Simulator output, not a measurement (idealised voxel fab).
Process module heading - voxel fin reveal
We display cut, a cross-section 300 nm in width whose square cells are each 5 nm.
In what follows, cross-sections appear as grids of square cells, described through bands that run from the top down, where every band is one or more rows of cells.
The band entry comprises the height of the band's top followed by the height of its bottom, expressed in nm, and subsequently the band's materials from left to right, each stated together with its width in nm. Where a single material is marked with the word "edge to edge", that material fills the band from edge to edge. The word "air" represents empty space.
Height reference: 0 = level under which incoming wafer is all one material. Lowest band: no bottom, runs on downward, e.g. "from 0 down".
It should be noted that a width expressed as "30..40" varies in equal increments from row to row of cells within the band, taking the value of the first number at the top row and that of the second number at the bottom row.
Take "left unchanged" at face value: in the step it is given for, the cross-section changed in none of its cells.
What "Closed internal voids" gives you is every empty space of 8 cells or more that is cut off from the top. Each appears as width x height at distance, with the distance taken from the left edge and width, height and distance all in nm.
It should be noted that, on the line of a given step, the content following the step's settings is a remark produced by the simulator itself with respect to that step.
If you see "overlay nm" on a step's line and that step has a mask, it's telling you how far right of where it was planned the mask ended up; a negative number means it went left instead.

-- The following list gives the planned process steps
1. RECEIVE | material Si
2. CONFORMAL_DEP | material SiN | thk nm 10
3. PATTERN | tone cover | mask id FINS | material resist | width nm 15 | pitch nm 35 | thk nm 15 | overlay nm 0
4. DIRECTIONAL_ETCH | etch materials SiN | depth nm 10
5. DIRECTIONAL_ETCH | etch materials Si | depth nm 35
6. STRIP | etch materials resist
7. FILL_DEP | material SiO2 | thk nm 10
8. CMP | height nm 10
9. SELECTIVE_ETCH | etch materials SiO2 | depth nm 35
10. STRIP | etch materials SiN
11. CONFORMAL_DEP | material SiO2 | thk nm 5
varied across the wafers: thk nm of step 11. The plan shows the first wafer's value. All wafers start alike

-- first wafer as received, after step 1
	from 0 down  Si edge to edge
	Closed internal voids: none

-- Here is the cross-section of the first of several wafers at the end of the module, after its last step, step 11
	from 5 to 0  100 nm air | 25 nm SiO2 | 10 nm air | 25 nm SiO2 | 10 nm air | 25 nm SiO2 | 105 nm air
	from 0 to -20  100 nm air | 5 nm SiO2 | 15 nm Si | 5 nm SiO2 | 10 nm air | 5 nm SiO2 | 15 nm Si | 5 nm SiO2 | 10 nm air | 5 nm SiO2 | 15 nm Si | 5 nm SiO2 | 105 nm air
	from -20 to -35  105 nm SiO2 | 15 nm Si | 20 nm SiO2 | 15 nm Si | 20 nm SiO2 | 15 nm Si | 110 nm SiO2
	from -35 down  Si edge to edge
	Closed internal voids: none

-- Final wafer cross-section at module end
	from 20 to 0  85 nm air | 125 nm SiO2 | 90 nm air
	from 0 to -5  85 nm air | 20 nm SiO2 | 15 nm Si | 20 nm SiO2 | 15 nm Si | 20 nm SiO2 | 15 nm Si | 20 nm SiO2 | 90 nm air
	from -5 to -35  105 nm SiO2 | 15 nm Si | 20 nm SiO2 | 15 nm Si | 20 nm SiO2 | 15 nm Si | 110 nm SiO2
	from -35 down  Si edge to edge
	Closed internal voids: none

-- Where each wafer stands at the end of the module, a row apiece: cells of each material gained (+) or lost (-) since it was received, then closed voids
thk nm 5; -357 Si; +192 SiO2; Closed internal voids: none
thk nm 10; -357 Si; +282 SiO2; Closed internal voids: none
thk nm 15; -357 Si; +352 SiO2; Closed internal voids: none
thk nm 20; -357 Si; +422 SiO2; Closed internal voids: none
